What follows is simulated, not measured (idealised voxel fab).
process module | voxel local oxidation
cross-section cut | 170 nm wide | cells 5 nm
A cross-section is a grid of square cells, given in bands from the top down. A band is one or more rows of cells.
Each band's line starts with the height of the band's top and of its bottom, in nm. Then come its materials from left to right, each with its width in nm. One material with "throughout" fills the band from edge to edge. "air" is empty space.
Height 0 is the level under which the wafer as received is all one material. The lowest band goes on downwards, as in "0 down".
A width such as "30 to 40" changes by the same amount from each row of cells to the next, from the band's top row to its bottom row.
"no change" after a step means that no cell of the cross-section changed.
closed voids: empty space of 8 cells or more with no open way to the top, each as width x height at its distance from the left edge, in nm
after a step's settings: what the simulator itself notes on the step
overlay nm, on a step with a mask: how far to the right of its planned place the mask lay; to the left if negative
plan
1 op RECEIVE | material Si
2 op CONFORMAL_DEP | material SiO2 | thk nm 5
3 op CONFORMAL_DEP | material SiN | thk nm 15
4 op PATTERN | tone cover | mask id ACTIVE | material resist | width nm 120 | thk nm 15 | overlay nm 0
5 op DIRECTIONAL_ETCH | etch materials SiN | depth nm 15
6 op STRIP | etch materials resist
7 op SELECTIVE_ETCH | etch materials SiO2 | depth nm 5
8 op OXIDIZE | depth nm 15
9 op STRIP | etch materials SiN
first wafer, as planned
as received, after step 1
  0 down: Si throughout
  closed voids: none
after step 2
  5 to 0: SiO2 throughout
  below 0: unchanged
after step 3
  20 to 5: SiN throughout
  below 5: unchanged
after step 4
  35 to 20: air 25 | resist 120 | air 25
  below 20: unchanged
after step 5
  35 to 20: air 25 | resist 120 | air 25
  20 to 5: air 25 | SiN 120 | air 25
  below 5: unchanged
after step 6
  20 to 5: air 25 | SiN 120 | air 25
  below 5: unchanged
after step 7
  20 to 5: air 25 | SiN 120 | air 25
  5 to 0: air 30 | SiO2 110 | air 30
  below 0: unchanged
after step 8
  20 to 5: air 25 | SiN 120 | air 25
  5 to 0: air 30 | SiO2 110 | air 30
  0 to -15: SiO2 45 | Si 80 | SiO2 45
  below -15: unchanged
after step 9
  5 to 0: air 30 | SiO2 110 | air 30
  below 0: unchanged
second wafer: like start, like plan, one mistake. Through step 8 it matches the first wafer
when step 9 should have ended
  0 to -15: air 45 | Si 80 | air 45
  below -15: unchanged
what went wrong: step 9 ran as: op STRIP | etch materials SiO2
at the end the second wafer has, in cells: 76 fewer of SiO2
